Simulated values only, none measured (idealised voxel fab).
Process module heading - voxel self aligned contacts
This is section cut - it's 185 nm across, gridded in 5 nm square cells.
Think of the cross-section as a grid of square cells. We describe it in bands, top to bottom, and each band covers one or more rows of those cells.
This entry defines a band. It first specifies the height of the band's top and the height of its bottom in nm, and then specifies the band's materials from left to right, stating each material with its width in nm. The word "all across" identifies a single material that fills the band from edge to edge, while the word "air" identifies empty space.
Note: height 0 marks the level under which the wafer is uniformly one material as received. Lowest band unbounded below, written "z 0 and below".
Per-row width for "30..40": begins at first number (top row of band), ends at second number (bottom row), increment between rows held constant.
Key: "no modification" - step with no changed cell in the cross-section.
The entry "Voids, sealed" lists the empty spaces that cover at least 8 cells and have no open path to the top. Each is written as width x height at distance, where the distance is measured from the left edge and all three values are in nm.
On a step's line, text after the settings is the simulator commenting on that step.
What "overlay nm" on a step's line means: if the step has a mask, that mask lay this far to the right of its planned place, or, when the value is negative, to the left.

## The following list gives the planned process steps
1,RECEIVE: material Si
2,CONFORMAL_DEP: material SiO2, thk nm 5
3,DIRECTIONAL_DEP: material polySi, thk nm 30
4,DIRECTIONAL_DEP: material SiN, thk nm 20
5,MASKED_ETCH: tone cover, mask id GATE, width nm 25, pitch nm 60, etch materials SiN, depth nm 20, overlay nm 0
6,MASKED_ETCH: tone cover, mask id GATE, width nm 25, pitch nm 60, etch materials polySi, depth nm 30, overlay nm 0
7,CONFORMAL_DEP: material SiN, thk nm 10
8,DIRECTIONAL_ETCH: etch materials SiN, depth nm 10
9,FILL_DEP: material SiO2, thk nm 10
10,CMP: height nm 60
11,DIRECTIONAL_DEP: material aC, thk nm 10
12,PATTERN: tone open, mask id CONTACT, material resist, width nm 45, thk nm 25, overlay nm 0
13,DIRECTIONAL_ETCH: etch materials aC, depth nm 10
14,STRIP: etch materials resist
15,DIRECTIONAL_ETCH: etch materials SiO2, depth nm 60
16,STRIP: etch materials aC
17,CONFORMAL_DEP: material TiN, thk nm 5
18,FILL_DEP: material Ru, thk nm 10
19,CMP: height nm 60
20,CONFORMAL_DEP: material SiCN, thk nm 5

## Incoming wafer, cross-sectional view, post step 1
  z 0 and below: Si all across
  Voids, sealed: none

## Cross-section, end of module. Start: as above. Plan: as above. Execution: one mistake
  z 65 to 60: SiCN all across
  z 60 to 55: SiO2=70 | TiN=45 | SiO2=70
  z 55 to 35: SiN=60 | SiO2=5 | SiN=55 | SiO2=5 | SiN=60
  z 35 to 5: polySi all across
  z 5 to 0: SiO2 all across
  z 0 and below: Si all across
  Voids, sealed: none
Here's what went sideways: not per plan at step 5, really ran MASKED_ETCH: tone open, mask id GATE, width nm 25, pitch nm 60, etch materials SiN, depth nm 20, overlay nm 0
